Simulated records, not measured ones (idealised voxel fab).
Process module under the name voxel wiring stack
Cross-section cut: width 275 nm, square cells of 5 nm.
Notation: cross-section as square-cell grid; stated in bands, top first, going down; one or more cell rows per band. Heights first: top, then bottom, in nm. Then materials, left to right, each with a width in nm. "full width" on a single material: fills the band edge to edge. "empty": empty space. Below 0: as-received wafer, all one material; heights counted from there. Lowest band: no bottom, goes on down, written "from 0 down". Per-row width for "30..40": begins at first number (top row of band), ends at second number (bottom row), increment between rows held constant. Any step labelled "remains unaltered" changed none of the cells in the cross-section. Under "Closed void catalog" you'll find the enclosed gaps, the ones with no way out to the top, that are 8 cells or bigger; each reads width x height at distance, with distance counted from the left edge, everything in nm. On a step's line, text after the settings is the simulator commenting on that step. A step line may carry the setting "overlay nm", which, for steps involving a mask, states the distance by which the mask lay to the right of its intended position; negative values denote displacement to the left.

So here's the lineup of process steps we planned:
step 1: op RECEIVE | material Si
step 2: op CONFORMAL_DEP | material SiO2 | thk nm 15
step 3: op CONFORMAL_DEP | material SiCN | thk nm 5
step 4: op DIRECTIONAL_DEP | material SiO2 | thk nm 20
step 5: op DIRECTIONAL_DEP | material aC | thk nm 15
step 6: op PATTERN | tone open | mask id METAL_1 | material resist | width nm 30 | pitch nm 45 | thk nm 30 | overlay nm 0
step 7: op DIRECTIONAL_ETCH | etch materials aC | depth nm 15
step 8: op STRIP | etch materials resist
step 9: op DIRECTIONAL_ETCH | etch materials SiO2 | depth nm 20
step 10: op DIRECTIONAL_ETCH | etch materials SiCN | depth nm 5
step 11: op STRIP | etch materials aC
step 12: op CONFORMAL_DEP | material TiN | thk nm 5
step 13: op FILL_DEP | material Cu | thk nm 5
step 14: op CMP | height nm 40
step 15: op CONFORMAL_DEP | material SiCN | thk nm 5
step 16: op DIRECTIONAL_DEP | material lowk | thk nm 30
step 17: op PATTERN | tone open | mask id METAL_2 | material resist | width nm 30 | pitch nm 45 | thk nm 15 | overlay nm -15
step 18: op DIRECTIONAL_ETCH | etch materials lowk | depth nm 15
step 19: op STRIP | etch materials resist
step 20: op PATTERN | tone open | mask id METAL_2_HOLES | material resist | width nm 15 | pitch nm 90 | thk nm 20 | overlay nm 0
step 21: op DIRECTIONAL_ETCH | etch materials lowk | depth nm 15
step 22: op DIRECTIONAL_ETCH | etch materials SiCN | depth nm 5
step 23: op STRIP | etch materials resist
step 24: op CONFORMAL_DEP | material TiN | thk nm 5
step 25: op FILL_DEP | material Cu | thk nm 5
step 26: op CMP | height nm 75
step 27: op CONFORMAL_DEP | material SiCN | thk nm 5
step 28: op DIRECTIONAL_DEP | material lowk | thk nm 25
step 29: op DIRECTIONAL_DEP | material aC | thk nm 15
step 30: op PATTERN | tone open | mask id METAL_3 | material resist | width nm 30 | pitch nm 45 | thk nm 30 | overlay nm 0
step 31: op DIRECTIONAL_ETCH | etch materials aC | depth nm 15
step 32: op STRIP | etch materials resist
step 33: op DIRECTIONAL_ETCH | etch materials lowk | depth nm 15
step 34: op STRIP | etch materials aC
step 35: op DIRECTIONAL_DEP | material aC | thk nm 10
step 36: op PATTERN | tone open | mask id METAL_3_HOLES | material resist | width nm 15 | pitch nm 90 | thk nm 25 | overlay nm 0
step 37: op DIRECTIONAL_ETCH | etch materials aC | depth nm 10
step 38: op STRIP | etch materials resist
step 39: op DIRECTIONAL_ETCH | etch materials lowk | depth nm 10
step 40: op DIRECTIONAL_ETCH | etch materials SiCN | depth nm 5
step 41: op STRIP | etch materials aC
step 42: op CONFORMAL_DEP | material TiN | thk nm 5
step 43: op FILL_DEP | material Cu | thk nm 5
step 44: op CMP | height nm 105
step 45: op CONFORMAL_DEP | material SiCN | thk nm 5
Every wafer here starts from the same state; it is the step 17 overlay nm that distinguishes them, and the value the plan gives belongs to the first wafer.

Cross-section: the first of several wafers in its as-received state, i.e. following step 1:
    from 0 down: Si full width
    Closed void catalog: none

Heads up, this table goes wafer by wafer. A row tells you, at the end of the module, how many cells of each material that wafer has put on (+) or dropped (-) since it was received, and then its closed voids:
overlay nm -15 | +110 Cu | +190 SiCN | +313 SiO2 | +130 TiN | +467 lowk | Closed void catalog: none
overlay nm -10 | +110 Cu | +190 SiCN | +313 SiO2 | +130 TiN | +467 lowk | Closed void catalog: none
overlay nm -5 | +110 Cu | +190 SiCN | +313 SiO2 | +130 TiN | +467 lowk | Closed void catalog: none
overlay nm 0 | +110 Cu | +190 SiCN | +313 SiO2 | +130 TiN | +467 lowk | Closed void catalog: none
overlay nm 5 | +106 Cu | +192 SiCN | +313 SiO2 | +132 TiN | +467 lowk | Closed void catalog: none
overlay nm 10 | +110 Cu | +194 SiCN | +313 SiO2 | +126 TiN | +467 lowk | Closed void catalog: none
overlay nm 15 | +118 Cu | +196 SiCN | +313 SiO2 | +116 TiN | +467 lowk | Closed void catalog: none
